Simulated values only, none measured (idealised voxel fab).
A process module follows: voxel ribs on slabs.
The width of the displayed cross-section, cut, is 290 nm; its cells are square, with a size of 5 nm.
Each cross-section below is a grid of square cells, stated as bands in top-down order, with one or more rows of cells making up each band. A band entry consists of two parts. The first gives the height of the band's top and the height of its bottom, in nm. The rest lists the band's materials from left to right, each with its width in nm. A single material labelled with the word "everywhere" fills the band from edge to edge, and the word "empty" marks empty space. Heads up on the height convention: 0 is the point under which the incoming wafer is all one material, and the lowest band has no bottom, it just keeps going down, like "z 0 and below". Top row gets the first number, bottom row gets the second, and each row in between changes by the same step: that is how a band width like "30 to 40" works. Any step labelled "no alterations made" changed none of the cells in the cross-section. The list in "Closed void entries" covers empty spaces of 8 cells or more that cannot reach the top through any open way, and it gives each as width x height at distance; the distance is from the left edge, and width, height and distance are in nm. Heads up: the bit after the settings on a step's line is the simulator's remark on that step. Among the settings permitted on a step's line is "overlay nm"; applied to a step with a mask, it specifies the extent to which the mask lay to the right of its planned position, whereas a negative figure signifies a position to the left.

Planned process steps
| 1 | RECEIVE with material Si |
| 2 | DIRECTIONAL_DEP with material SiO2, thk nm 30 |
| 3 | DIRECTIONAL_DEP with material SiN, thk nm 15 |
| 4 | DIRECTIONAL_DEP with material aC, thk nm 15 |
| 5 | PATTERN with tone cover, mask id RIB, material resist, width nm 15, thk nm 35, overlay nm 0 |
| 6 | DIRECTIONAL_ETCH with etch materials aC, depth nm 15 |
| 7 | STRIP with etch materials resist |
| 8 | DIRECTIONAL_ETCH with etch materials SiN, depth nm 10 |
| 9 | STRIP with etch materials aC |
| 10 | DIRECTIONAL_DEP with material aC, thk nm 10 |
| 11 | PATTERN with tone cover, mask id SLAB, material resist, width nm 65, thk nm 30, overlay nm 0 |
| 12 | DIRECTIONAL_ETCH with etch materials aC, depth nm 10 |
| 13 | STRIP with etch materials resist |
| 14 | DIRECTIONAL_ETCH with etch materials SiN, depth nm 5 |
| 15 | STRIP with etch materials aC |
| 16 | FILL_DEP with material SiO2, thk nm 25 |
| 17 | CMP with height nm 65 |
| 18 | DIRECTIONAL_DEP with material TiN, thk nm 10 |
| 19 | MASKED_ETCH with tone cover, mask id HEATER, width nm 25, etch materials TiN, depth nm 10, overlay nm 0 |
| 20 | CONFORMAL_DEP with material SiO2, thk nm 5 |

Received-state cross-section, reflecting completion of step 1
  z 0 and below = Si everywhere
  Closed void entries: none

Sectioned view, first of two wafers, at the close of the module, processed as intended in the plan
  z 80 to 75 = empty 125, SiO2 35, empty 130
  z 75 to 70 = empty 125, SiO2 5, TiN 25, SiO2 5, empty 130
  z 70 to 65 = SiO2 130, TiN 25, SiO2 135
  z 65 to 45 = SiO2 everywhere
  z 45 to 35 = SiO2 135, SiN 15, SiO2 140
  z 35 to 30 = SiO2 110, SiN 65, SiO2 115
  z 30 to 0 = SiO2 everywhere
  z 0 and below = Si everywhere
  Closed void entries: none

This is the second of the two wafers, cross-sectioned at the end of the module; it started exactly like the first and was given the same plan, but it was run with one mistake
  z 80 to 75 = empty 125, SiO2 35, empty 130
  z 75 to 70 = empty 125, SiO2 5, TiN 25, SiO2 5, empty 130
  z 70 to 65 = SiO2 130, TiN 25, SiO2 135
  z 65 to 15 = SiO2 everywhere
  z 15 to 0 = SiN everywhere
  z 0 and below = Si everywhere
  Closed void entries: none
Misprocessing identified: steps 2 and 3 were swapped
FYI, end of process, the second wafer has more or fewer cells of some materials than the first: SiN: 155 more, SiO2: 155 fewer
